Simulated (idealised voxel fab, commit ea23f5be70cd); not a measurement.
Title: Process Module voxel ribs on slabs
FYI the section here is cut, 250 nm wide, cells are 5 nm squares.
Just so we're on the same page, the cross-sections are grids of square cells, and they're listed out in bands top to bottom, each band one or more rows deep. What a band's entry tells you: where the top is and where the bottom is, as heights in nm, and after that what lies inside, material by material from left to right, each with its width in nm. Empty space is written as the word "air", and a single material marked with the word "all across" occupies the band from edge to edge. Convention: height 0 is the level below which the wafer, as received, is all one material. The lowest band does not terminate at the bottom but continues downward, represented as "0 down". A two-number width, for instance "30 to 40", indicates that the width is equal to the first number in the top row of the band and to the second number in the bottom row, and that it changes by a constant amount per row of cells. Where a step carries "left unchanged", the cross-section came out of it unchanged, cell for cell. Reported under the label "Closed cavities" are the empty spaces having no open way to the top and comprising 8 cells or more; the notation for each is width x height at distance, in which the distance is measured from the left edge and all three values are in nm. Heads up: the bit after the settings on a step's line is the simulator's remark on that step. "overlay nm", when on a step's line for a step with a mask, measures how far to the right of its planned place the mask lay; a negative measure means to the left.

[The process steps that were planned are listed below]
| 1 | RECEIVE (material Si) |
| 2 | DIRECTIONAL_DEP (material SiO2; thk nm 25) |
| 3 | DIRECTIONAL_DEP (material polySi; thk nm 15) |
| 4 | DIRECTIONAL_DEP (material aC; thk nm 15) |
| 5 | PATTERN (tone cover; mask id RIB; material resist; width nm 20; thk nm 35; overlay nm 0) |
| 6 | DIRECTIONAL_ETCH (etch materials aC; depth nm 15) |
| 7 | STRIP (etch materials resist) |
| 8 | DIRECTIONAL_ETCH (etch materials polySi; depth nm 10) |
| 9 | STRIP (etch materials aC) |
| 10 | PATTERN (tone cover; mask id SLAB; material resist; width nm 50; thk nm 15; overlay nm 0) |
| 11 | DIRECTIONAL_ETCH (etch materials polySi; depth nm 5) |
| 12 | STRIP (etch materials resist) |
| 13 | FILL_DEP (material SiO2; thk nm 30) |
| 14 | CMP (height nm 60) |
| 15 | DIRECTIONAL_DEP (material W; thk nm 5) |
| 16 | PATTERN (tone cover; mask id HEATER; material resist; width nm 30; thk nm 20; overlay nm 0) |
| 17 | DIRECTIONAL_ETCH (etch materials W; depth nm 5) |
| 18 | STRIP (etch materials resist) |
| 19 | CONFORMAL_DEP (material SiN; thk nm 5) |

[Delivered wafer in cross-section: state after step 1]
  0 down | Si all across
  Closed cavities: none

[Wafer at module end, in section. Began as above, planned as above, run with one mistake]
  65 to 60 | air: 110 / W: 30 / air: 110
  60 to 40 | SiO2 all across
  40 to 30 | SiO2: 115 / polySi: 20 / SiO2: 115
  30 to 25 | SiO2: 100 / polySi: 50 / SiO2: 100
  25 to 0 | SiO2 all across
  0 down | Si all across
  Closed cavities: none
Against the plan, the run slipped here: no execution of plan step 19; skipped
